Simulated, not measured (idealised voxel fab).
The process module presented herein is designated voxel spacer lines.
Section cut is 195 nm wide and gridded with 5 nm square cells.
In this document a cross-section is written as a grid of square cells. It is given as a series of bands, listed from the top down, and a band is one or more rows of cells. In this notation a band is specified by the heights of its top and bottom, in that order and in nm, after which its materials appear from left to right, each paired with its width in nm. The word "everywhere" attached to a single material means that material fills the band from edge to edge; the word "blank" stands for empty space. Convention: height 0 is the level below which the wafer, as received, is all one material. The lowest band does not terminate at the bottom but continues downward, represented as "z 0 and below". Width: "30->40" (first number = top row, second number = bottom row, same change from row to row of cells). Basically "all unchanged" means that step didn't change any cell in the cross-section. Enclosed voids (no open way to top), threshold 8 cells or more, entry "Cavities, closed", notation width x height at distance, distance from left edge, nm. It should be noted that, on the line of a given step, the content following the step's settings is a remark produced by the simulator itself with respect to that step. overlay nm: on a step with a mask, how far right of its planned place the mask lay; negative means left.
### Planned step list for the process
1: RECEIVE, material Si
2: CONFORMAL_DEP, material Al2O3, thk nm 5
3: DIRECTIONAL_DEP, material TiN, thk nm 15
4: DIRECTIONAL_DEP, material polySi, thk nm 30
5: PATTERN, tone cover, mask id MANDREL, material resist, width nm 20, pitch nm 70, thk nm 35, overlay nm 0
6: DIRECTIONAL_ETCH, etch materials polySi, depth nm 30
7: STRIP, etch materials resist
8: CONFORMAL_DEP, material SiO2, thk nm 15
9: DIRECTIONAL_ETCH, etch materials SiO2, depth nm 15
10: STRIP, etch materials polySi
11: DIRECTIONAL_ETCH, etch materials TiN, depth nm 15
12: STRIP, etch materials SiO2
### Cross-sectional view of the wafer in its as-received condition, corresponding to the state after step 1
    z 0 and below: Si everywhere
    Cavities, closed: none
### Below is the wafer in cross-section after the module was completed. It began from the starting point shown above and followed the plan shown above, except that one mistake was made while running it
    z 35 to 20: TiN 15 nm | blank 20 nm | TiN 15 nm | blank 20 nm | TiN 15 nm | blank 20 nm | TiN 15 nm | blank 20 nm | TiN 15 nm | blank 20 nm | TiN 15 nm | blank 5 nm
    z 20 to 5: TiN everywhere
    z 5 to 0: Al2O3 everywhere
    z 0 and below: Si everywhere
    Cavities, closed: none
The plan and the run diverged here: it should be noted that step 3 of the plan was executed twice
